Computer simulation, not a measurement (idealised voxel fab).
process module | voxel fin reveal
cross-section cut | 275 nm wide | cells 5 nm
A cross-section is a grid of square cells, given in bands from the top down. A band is one or more rows of cells.
Each band's line starts with the height of the band's top and of its bottom, in nm. Then come its materials from left to right, each with its width in nm. One material with "throughout" fills the band from edge to edge. "air" is empty space.
Height 0 is the level under which the wafer as received is all one material. The lowest band goes on downwards, as in "0 down".
A width such as "30 to 40" changes by the same amount from each row of cells to the next, from the band's top row to its bottom row.
"no change" after a step means that no cell of the cross-section changed.
closed voids: empty space of 8 cells or more with no open way to the top, each as width x height at its distance from the left edge, in nm
after a step's settings: what the simulator itself notes on the step
overlay nm, on a step with a mask: how far to the right of its planned place the mask lay; to the left if negative
plan
1 op RECEIVE | material Si
2 op CONFORMAL_DEP | material SiN | thk nm 10
3 op MASKED_ETCH | tone cover | mask id FINS | width nm 15 | pitch nm 45 | etch materials SiN | depth nm 10 | overlay nm 0
4 op MASKED_ETCH | tone cover | mask id FINS | width nm 15 | pitch nm 45 | etch materials Si | depth nm 35 | overlay nm 0
5 op OXIDIZE | depth nm 5
6 op FILL_DEP | material SiO2 | thk nm 15
7 op CMP | height nm 10
8 op SELECTIVE_ETCH | etch materials SiO2 | depth nm 20
9 op STRIP | etch materials SiN
as received, after step 1
  0 down: Si throughout
  closed voids: none
first wafer at the end, as planned
  0 to -10: air 65 | Si 5 | air 40 | Si 5 | air 40 | Si 5 | air 40 | Si 5 | air 70
  -10 to -40: SiO2 65 | Si 5 | SiO2 40 | Si 5 | SiO2 40 | Si 5 | SiO2 40 | Si 5 | SiO2 70
  -40 down: Si throughout
  closed voids: none
second wafer at the end: like start, like plan, one mistake
  0 to -35: air 60 | SiO2 5 | Si 5 | SiO2 5 | air 30 | SiO2 5 | Si 5 | SiO2 5 | air 30 | SiO2 5 | Si 5 | SiO2 5 | air 30 | SiO2 5 | Si 5 | SiO2 5 | air 65
  -35 to -40: SiO2 65 | Si 5 | SiO2 40 | Si 5 | SiO2 40 | Si 5 | SiO2 40 | Si 5 | SiO2 70
  -40 down: Si throughout
  closed voids: none
what went wrong: step 6 ran as: op FILL_DEP | material SiN | thk nm 15
at the end the second wafer has, in cells: 199 fewer of SiO2
